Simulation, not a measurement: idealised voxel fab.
Process module name: voxel self aligned contacts
Cross-section cut: width 270 nm, square cells of 5 nm.
Cross-section format: a grid of square cells, given as bands from top to bottom; each band is one or more rows of cells.
Band entry format. Leading values: height of top, height of bottom, nm. Remainder: materials in left-to-right order, each with its width in nm. Special words: "all across" on a single material, which then fills the band edge to edge; "air", empty space.
Heights are measured from 0, the level below which the as-received wafer is all one material; the lowest band has no bottom and continues downward, written as in "0 -> down".
Width "30..40": first value at the band's top row of cells, second value at its bottom row, equal change from row to row.
Where a step carries "no modification", the cross-section came out of it unchanged, cell for cell.
Enclosed voids (no open way to top), threshold 8 cells or more, entry "Sealed-off cavities", notation width x height at distance, distance from left edge, nm.
On each step's line, the part that comes after the settings is the simulator's own comment on the step.
Steps that use a mask can have "overlay nm" on their line. It says how far the mask sat to the right of where it was meant to be. Negative means to the left.

### Process steps foreseen in the plan
step 1: op RECEIVE | material Si
step 2: op OXIDIZE | depth nm 5
step 3: op DIRECTIONAL_DEP | material polySi | thk nm 25
step 4: op DIRECTIONAL_DEP | material SiN | thk nm 20
step 5: op PATTERN | tone cover | mask id GATE | material resist | width nm 25 | pitch nm 70 | thk nm 20 | overlay nm 0
step 6: op DIRECTIONAL_ETCH | etch materials SiN | depth nm 20
step 7: op DIRECTIONAL_ETCH | etch materials polySi | depth nm 25
step 8: op STRIP | etch materials resist
step 9: op CONFORMAL_DEP | material SiN | thk nm 10
step 10: op DIRECTIONAL_ETCH | etch materials SiN | depth nm 10
step 11: op FILL_DEP | material SiO2 | thk nm 10
step 12: op CMP | height nm 50
step 13: op PATTERN | tone open | mask id CONTACT | material resist | width nm 55 | pitch nm 70 | thk nm 15 | overlay nm 0
step 14: op DIRECTIONAL_ETCH | etch materials SiO2 | depth nm 55
step 15: op STRIP | etch materials resist
step 16: op CONFORMAL_DEP | material TiN | thk nm 5
step 17: op FILL_DEP | material W | thk nm 10
step 18: op CMP | height nm 50
step 19: op CONFORMAL_DEP | material SiN | thk nm 5

### Wafer at receipt (post step 1), cross-section
> 0 -> down = Si all across
> Sealed-off cavities: none

### End-of-module cross-section of the first of two wafers, processed as planned
> 55 -> 50 = SiN all across
> 50 -> 45 = 70 SiO2 | 20 TiN | 15 W | 20 TiN | 15 SiO2 | 20 TiN | 15 W | 20 TiN | 75 SiO2
> 45 -> 25 = 40 SiO2 | 45 SiN | 5 TiN | 15 W | 5 TiN | 45 SiN | 5 TiN | 15 W | 5 TiN | 45 SiN | 45 SiO2
> 25 -> 0 = 40 SiO2 | 10 SiN | 25 polySi | 10 SiN | 5 TiN | 15 W | 5 TiN | 10 SiN | 25 polySi | 10 SiN | 5 TiN | 15 W | 5 TiN | 10 SiN | 25 polySi | 10 SiN | 45 SiO2
> 0 -> -5 = 85 SiO2 | 25 TiN | 45 SiO2 | 25 TiN | 90 SiO2
> -5 -> down = Si all across
> Sealed-off cavities: none

### Now the second wafer, cross-sectioned at the end of the module. Nothing different at the start, nothing different in the plan compared with the first, just one mistake when it was actually run
> 55 -> 50 = SiN all across
> 50 -> 45 = 35 W | 35 TiN | 55 SiO2 | 15 TiN | 55 SiO2 | 35 TiN | 40 W
> 45 -> 25 = 35 W | 5 TiN | 45 SiN | 25 SiO2 | 45 SiN | 25 SiO2 | 45 SiN | 5 TiN | 40 W
> 25 -> 0 = 35 W | 5 TiN | 10 SiN | 25 polySi | 10 SiN | 25 SiO2 | 10 SiN | 25 polySi | 10 SiN | 25 SiO2 | 10 SiN | 25 polySi | 10 SiN | 5 TiN | 40 W
> 0 -> -5 = 40 TiN | 185 SiO2 | 45 TiN
> -5 -> down = Si all across
> Sealed-off cavities: none
Finding, execution versus plan: so step 13 ended up running with a different setting than we planned, it ran as op PATTERN | tone cover | mask id CONTACT | material resist | width nm 55 | pitch nm 70 | thk nm 15 | overlay nm 0
At the finish, the second wafer shows more or fewer cells for some materials than the first does: 80 fewer of SiO2, 10 fewer of TiN, 90 more of W
